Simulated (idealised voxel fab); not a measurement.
This is a process module. Its name is voxel trench capacitor.
The cross-section shown here is cut; it is 185 nm wide and divided into square cells measuring 5 nm on a side.
Format of a cross-section: grid, square cells. Given as bands. Order: top down. Band: one or more rows of cells. Top, bottom (nm), then materials left to right with widths (nm); lone material tagged "all across" fills the whole band edge to edge; "blank" = empty space. It should be noted that heights are counted from 0, beneath which the wafer as supplied is of one material throughout, and that the lowest band possesses no lower boundary but continues downward, as written in "z 0 and below". Top row gets the first number, bottom row gets the second, and each row in between changes by the same step: that is how a band width like "30..40" works. Basically "remains unaltered" means that step didn't change any cell in the cross-section. The entry "Enclosed empty spaces" lists the empty spaces that cover at least 8 cells and have no open path to the top. Each is written as width x height at distance, where the distance is measured from the left edge and all three values are in nm. On a step's line, text after the settings is the simulator commenting on that step. overlay nm: right-of-plan distance of the mask on a masked step; negative values mean left-of-plan.

Here's what the planned process steps look like:
- 1: op RECEIVE | material Si
- 2: op CONFORMAL_DEP | material SiN | thk nm 5
- 3: op PATTERN | tone open | mask id TRENCH | material resist | width nm 30 | pitch nm 50 | thk nm 20 | overlay nm 0
- 4: op DIRECTIONAL_ETCH | etch materials SiN | depth nm 5
- 5: op DIRECTIONAL_ETCH | etch materials Si | depth nm 25
- 6: op STRIP | etch materials resist
- 7: op CONFORMAL_DEP | material Al2O3 | thk nm 5
- 8: op CONFORMAL_DEP | material TiN | thk nm 5
- 9: op FILL_DEP | material W | thk nm 10
- 10: op CMP | height nm 5

Wafer at receipt (post step 1), cross-section:
    z 0 and below = Si all across
    Enclosed empty spaces: none

Cross-section, end of module. Start: as above. Plan: as above. Execution: one mistake:
    z 5 to 0 = SiN 25 nm; Al2O3 5 nm; TiN 5 nm; W 10 nm; TiN 5 nm; Al2O3 5 nm; SiN 20 nm; Al2O3 5 nm; TiN 5 nm; W 10 nm; TiN 5 nm; Al2O3 5 nm; SiN 20 nm; Al2O3 5 nm; TiN 5 nm; W 10 nm; TiN 5 nm; Al2O3 5 nm; SiN 30 nm
    z 0 to -40 = Si 25 nm; Al2O3 5 nm; TiN 5 nm; W 10 nm; TiN 5 nm; Al2O3 5 nm; Si 20 nm; Al2O3 5 nm; TiN 5 nm; W 10 nm; TiN 5 nm; Al2O3 5 nm; Si 20 nm; Al2O3 5 nm; TiN 5 nm; W 10 nm; TiN 5 nm; Al2O3 5 nm; Si 30 nm
    z -40 to -45 = Si 25 nm; Al2O3 5 nm; TiN 20 nm; Al2O3 5 nm; Si 20 nm; Al2O3 5 nm; TiN 20 nm; Al2O3 5 nm; Si 20 nm; Al2O3 5 nm; TiN 20 nm; Al2O3 5 nm; Si 30 nm
    z -45 to -50 = Si 25 nm; Al2O3 30 nm; Si 20 nm; Al2O3 30 nm; Si 20 nm; Al2O3 30 nm; Si 30 nm
    z -50 and below = Si all across
    Enclosed empty spaces: none
Deviation noted in wafer processing: step 5 was run twice
